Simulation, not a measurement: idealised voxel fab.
process module | voxel released beams
cross-section cut | 210 nm wide | cells 5 nm
A cross-section is a grid of square cells, given in bands from the top down. A band is one or more rows of cells.
Each band's line starts with the height of the band's top and of its bottom, in nm. Then come its materials from left to right, each with its width in nm. One material with "throughout" fills the band from edge to edge. "air" is empty space.
Height 0 is the level under which the wafer as received is all one material. The lowest band goes on downwards, as in "0 down".
A width such as "30 to 40" changes by the same amount from each row of cells to the next, from the band's top row to its bottom row.
"no change" after a step means that no cell of the cross-section changed.
closed voids: empty space of 8 cells or more with no open way to the top, each as width x height at its distance from the left edge, in nm
after a step's settings: what the simulator itself notes on the step
overlay nm, on a step with a mask: how far to the right of its planned place the mask lay; to the left if negative
plan
1 op RECEIVE | material Si
2 op CONFORMAL_DEP | material SiN | thk nm 10
3 op DIRECTIONAL_DEP | material SiO2 | thk nm 15
4 op DIRECTIONAL_DEP | material aC | thk nm 15
5 op PATTERN | tone open | mask id ANCHOR | material resist | width nm 45 | thk nm 30 | overlay nm 0
6 op DIRECTIONAL_ETCH | etch materials aC | depth nm 15
7 op STRIP | etch materials resist
8 op DIRECTIONAL_ETCH | etch materials SiO2 | depth nm 15
9 op STRIP | etch materials aC
10 op CONFORMAL_DEP | material W | thk nm 15
11 op DIRECTIONAL_DEP | material aC | thk nm 15
12 op PATTERN | tone cover | mask id BEAM | material resist | width nm 120 | thk nm 35 | overlay nm 0
13 op DIRECTIONAL_ETCH | etch materials aC | depth nm 15
14 op STRIP | etch materials resist
15 op DIRECTIONAL_ETCH | etch materials W | depth nm 15
16 op STRIP | etch materials aC
17 op STRIP | etch materials SiO2
first wafer, as planned
as received, after step 1
  0 down: Si throughout
  closed voids: none
after step 2
  10 to 0: SiN throughout
  below 0: unchanged
after step 3
  25 to 10: SiO2 throughout
  below 10: unchanged
after step 4
  40 to 25: aC throughout
  below 25: unchanged
after step 5
  70 to 40: resist 45 | air 45 | resist 120
  below 40: unchanged
after step 6
  55 to 40: resist 45 | air 45 | resist 120
  40 to 25: aC 45 | air 45 | aC 120
  below 25: unchanged
after step 7
  40 to 25: aC 45 | air 45 | aC 120
  below 25: unchanged
after step 8
  40 to 25: aC 45 | air 45 | aC 120
  25 to 10: SiO2 45 | air 45 | SiO2 120
  below 10: unchanged
after step 9
  25 to 10: SiO2 45 | air 45 | SiO2 120
  below 10: unchanged
after step 10
  40 to 25: W 60 | air 15 | W 135
  25 to 10: SiO2 45 | W 45 | SiO2 120
  below 10: unchanged
after step 11
  55 to 40: aC 60 | air 15 | aC 135
  40 to 25: W 60 | aC 15 | W 135
  below 25: unchanged
after step 12
  90 to 55: air 40 | resist 120 | air 50
  55 to 40: aC 60 | resist 15 | aC 135
  below 40: unchanged
after step 13
  75 to 55: air 40 | resist 120 | air 50
  55 to 40: air 40 | aC 20 | resist 15 | aC 85 | air 50
  below 40: unchanged
after step 14
  55 to 40: air 40 | aC 20 | air 15 | aC 85 | air 50
  below 40: unchanged
after step 15
  55 to 40: air 40 | aC 20 | air 15 | aC 85 | air 50
  40 to 25: air 40 | W 20 | aC 15 | W 85 | air 50
  below 25: unchanged
after step 16
  40 to 25: air 40 | W 20 | air 15 | W 85 | air 50
  below 25: unchanged
after step 17
  40 to 25: air 40 | W 20 | air 15 | W 85 | air 50
  25 to 10: air 45 | W 45 | air 120
  below 10: unchanged
second wafer: like start, like plan, one mistake. Through step 4 it matches the first wafer
when step 5 should have ended
  70 to 40: resist 50 | air 35 | resist 125
  below 40: unchanged
when step 6 should have ended
  55 to 40: resist 50 | air 35 | resist 125
  40 to 25: aC 50 | air 35 | aC 125
  below 25: unchanged
when step 7 should have ended
  40 to 25: aC 50 | air 35 | aC 125
  below 25: unchanged
when step 8 should have ended
  40 to 25: aC 50 | air 35 | aC 125
  25 to 10: SiO2 50 | air 35 | SiO2 125
  below 10: unchanged
when step 9 should have ended
  25 to 10: SiO2 50 | air 35 | SiO2 125
  below 10: unchanged
when step 10 should have ended
  40 to 25: W 65 | air 5 | W 140
  25 to 10: SiO2 50 | W 35 | SiO2 125
  below 10: unchanged
when step 11 should have ended
  55 to 40: aC 65 | air 5 | aC 140
  40 to 25: W 65 | aC 5 | W 140
  below 25: unchanged
when step 12 should have ended
  90 to 55: air 40 | resist 120 | air 50
  55 to 40: aC 65 | resist 5 | aC 140
  below 40: unchanged
when step 13 should have ended
  75 to 55: air 40 | resist 120 | air 50
  55 to 40: air 40 | aC 25 | resist 5 | aC 90 | air 50
  below 40: unchanged
when step 14 should have ended
  55 to 40: air 40 | aC 25 | air 5 | aC 90 | air 50
  below 40: unchanged
when step 15 should have ended
  55 to 40: air 40 | aC 25 | air 5 | aC 90 | air 50
  40 to 25: air 40 | W 25 | aC 5 | W 90 | air 50
  below 25: unchanged
when step 16 should have ended
  40 to 25: air 40 | W 25 | air 5 | W 90 | air 50
  below 25: unchanged
when step 17 should have ended
  40 to 25: air 40 | W 25 | air 5 | W 90 | air 50
  25 to 10: air 50 | W 35 | air 125
  below 10: unchanged
what went wrong: step 5 ran as: op PATTERN | tone open | mask id ANCHOR | material resist | width nm 35 | thk nm 30 | overlay nm 0
at the end the second wafer has, in cells: as many of each material as the first, in other places
